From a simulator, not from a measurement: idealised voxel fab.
Process module name: voxel transistor to metal
Shown is cross-section cut, with a width of 215 nm and square cells of size 5 nm.
Cross-section format: a grid of square cells, given as bands from top to bottom; each band is one or more rows of cells.
Quick guide to a band line: top height, bottom height (nm) up front; then every material left to right with its width in nm. Only one material and it's marked "full width"? Then it fills the band edge to edge. And "air" just means empty space.
Heads up on the height convention: 0 is the point under which the incoming wafer is all one material, and the lowest band has no bottom, it just keeps going down, like "0 down".
It should be noted that a width expressed as "30 to 40" varies in equal increments from row to row of cells within the band, taking the value of the first number at the top row and that of the second number at the bottom row.
"no change occurred" (step): cross-section cells unchanged, all of them.
In "Unvented internal voids" the enclosed voids are listed, meaning empty spaces of 8 cells or larger without any opening to the top. The form is width x height at distance, distance from the left edge, units nm.
On a step's line, text after the settings is the simulator commenting on that step.
Each step line may optionally specify "overlay nm", which for a step with a mask gives the rightward distance between the mask's planned place and where it lay, a negative value indicating the leftward direction.

-- Below is the list of planned process steps
| 1 | RECEIVE,material Si |
| 2 | CONFORMAL_DEP,material SiO2,thk nm 5 |
| 3 | CONFORMAL_DEP,material SiN,thk nm 10 |
| 4 | DIRECTIONAL_DEP,material aC,thk nm 15 |
| 5 | PATTERN,tone cover,mask id ACTIVE,material resist,width nm 115,thk nm 30,overlay nm 0 |
| 6 | DIRECTIONAL_ETCH,etch materials aC,depth nm 15 |
| 7 | STRIP,etch materials resist |
| 8 | DIRECTIONAL_ETCH,etch materials SiN,depth nm 10 |
| 9 | DIRECTIONAL_ETCH,etch materials SiO2,depth nm 5 |
| 10 | DIRECTIONAL_ETCH,etch materials Si,depth nm 25 |
| 11 | STRIP,etch materials aC |
| 12 | OXIDIZE,depth nm 5 |
| 13 | FILL_DEP,material SiO2,thk nm 15 |
| 14 | CMP,height nm 15 |
| 15 | SELECTIVE_ETCH,etch materials SiO2,depth nm 10 |
| 16 | STRIP,etch materials SiN |
| 17 | SELECTIVE_ETCH,etch materials SiO2,depth nm 5 |
| 18 | OXIDIZE,depth nm 5 |
| 19 | DIRECTIONAL_DEP,material polySi,thk nm 25 |
| 20 | DIRECTIONAL_DEP,material SiCN,thk nm 15 |
| 21 | DIRECTIONAL_DEP,material aC,thk nm 15 |
| 22 | PATTERN,tone cover,mask id GATE,material resist,width nm 25,thk nm 35,overlay nm 0 |
| 23 | DIRECTIONAL_ETCH,etch materials aC,depth nm 15 |
| 24 | STRIP,etch materials resist |
| 25 | DIRECTIONAL_ETCH,etch materials SiCN,depth nm 25 |
| 26 | DIRECTIONAL_ETCH,etch materials polySi,depth nm 35 |
| 27 | STRIP,etch materials aC |
| 28 | CONFORMAL_DEP,material SiN,thk nm 10 |
| 29 | DIRECTIONAL_ETCH,etch materials SiN,depth nm 10 |
| 30 | DIRECTIONAL_ETCH,etch materials SiO2,depth nm 5 |
| 31 | DIRECTIONAL_ETCH,etch materials Si,depth nm 5 |
| 32 | EPI,material pSi,thk nm 5 |
| 33 | FILL_DEP,material SiO2,thk nm 10 |
| 34 | CMP,height nm 25 |
| 35 | STRIP,etch materials polySi |
| 36 | SELECTIVE_ETCH,etch materials SiO2,depth nm 5 |
| 37 | CONFORMAL_DEP,material HfO2,thk nm 5 |
| 38 | CONFORMAL_DEP,material TiN,thk nm 5 |
| 39 | FILL_DEP,material W,thk nm 10 |
| 40 | CMP,height nm 20 |
| 41 | DIRECTIONAL_DEP,material SiO2,thk nm 15 |
| 42 | DIRECTIONAL_DEP,material aC,thk nm 15 |
| 43 | PATTERN,tone open,mask id CONTACT,material resist,width nm 20,pitch nm 75,thk nm 35,overlay nm 0 |
| 44 | DIRECTIONAL_ETCH,etch materials aC,depth nm 15 |
| 45 | STRIP,etch materials resist |
| 46 | DIRECTIONAL_ETCH,etch materials SiO2,depth nm 40 |
| 47 | STRIP,etch materials aC |
| 48 | CONFORMAL_DEP,material TiN,thk nm 5 |
| 49 | FILL_DEP,material W,thk nm 10 |
| 50 | CMP,height nm 35 |
| 51 | DIRECTIONAL_DEP,material TiN,thk nm 5 |
| 52 | DIRECTIONAL_DEP,material W,thk nm 25 |
| 53 | DIRECTIONAL_DEP,material aC,thk nm 10 |
| 54 | PATTERN,tone cover,mask id METAL_1,material resist,width nm 20,pitch nm 75,thk nm 25,overlay nm 0 |
| 55 | DIRECTIONAL_ETCH,etch materials aC,depth nm 10 |
| 56 | STRIP,etch materials resist |
| 57 | DIRECTIONAL_ETCH,etch materials W,depth nm 25 |
| 58 | DIRECTIONAL_ETCH,etch materials TiN,depth nm 5 |
| 59 | STRIP,etch materials aC |
| 60 | FILL_DEP,material SiO2,thk nm 10 |
| 61 | CMP,height nm 65 |
| 62 | CONFORMAL_DEP,material SiCN,thk nm 5 |
| 63 | DIRECTIONAL_DEP,material SiO2,thk nm 35 |
| 64 | MASKED_ETCH,tone open,mask id METAL_2,width nm 20,pitch nm 75,etch materials SiO2,depth nm 20,overlay nm 0 |
| 65 | PATTERN,tone open,mask id METAL_2_HOLES,material resist,width nm 15,pitch nm 75,thk nm 20,overlay nm 0 |
| 66 | DIRECTIONAL_ETCH,etch materials SiO2,depth nm 15 |
| 67 | DIRECTIONAL_ETCH,etch materials SiCN,depth nm 5 |
| 68 | STRIP,etch materials resist |
| 69 | CONFORMAL_DEP,material TiN,thk nm 5 |
| 70 | FILL_DEP,material Ru,thk nm 5 |
| 71 | CMP,height nm 105 |
| 72 | CONFORMAL_DEP,material SiN,thk nm 5 |

-- Cross-sectional view of the wafer in its as-received condition, corresponding to the state after step 1
- 0 down: Si full width
- Unvented internal voids: none

-- Cross-section, end of module. Start: as above. Plan: as above. Execution: one mistake
- 110 to 105: SiN full width
- 105 to 95: Ru 70; TiN 5; SiO2 5; TiN 5; Ru 60; TiN 5; SiO2 5; TiN 5; Ru 55
- 95 to 90: Ru 55; TiN 20; SiO2 5; TiN 5; Ru 45; TiN 20; SiO2 5; TiN 5; Ru 55
- 90 to 85: TiN 60; SiO2 20; TiN 55; SiO2 20; TiN 60
- 85 to 70: SiO2 full width
- 70 to 65: SiCN full width
- 65 to 40: SiO2 60; W 20; SiO2 55; W 20; SiO2 60
- 40 to 35: SiO2 60; TiN 20; SiO2 55; TiN 20; SiO2 60
- 35 to 20: SiO2 60; TiN 5; W 10; TiN 5; SiO2 55; TiN 5; W 10; TiN 5; SiO2 60
- 20 to 5: SiO2 60; TiN 5; W 10; TiN 5; SiO2 5; SiN 10; HfO2 5; TiN 5; W 5; TiN 5; HfO2 5; SiN 10; SiO2 5; TiN 5; W 10; TiN 5; SiO2 60
- 5 to 0: SiO2 60; TiN 5; W 10; TiN 5; SiO2 5; SiN 10; HfO2 5; TiN 15; HfO2 5; SiN 10; SiO2 5; TiN 5; W 10; TiN 5; SiO2 60
- 0 to -5: SiO2 60; TiN 20; pSi 5; SiO2 5; HfO2 35; SiO2 5; pSi 5; TiN 20; SiO2 60
- -5 to -10: SiO2 55; pSi 30; Si 45; pSi 30; SiO2 55
- -10 to -30: SiO2 55; Si 105; SiO2 55
- -30 down: Si full width
- Unvented internal voids: none
What was the processing mistake? step 64 was processed under conditions differing from the plan, specifically as MASKED_ETCH,tone cover,mask id METAL_2,width nm 20,pitch nm 75,etch materials SiO2,depth nm 20,overlay nm 0
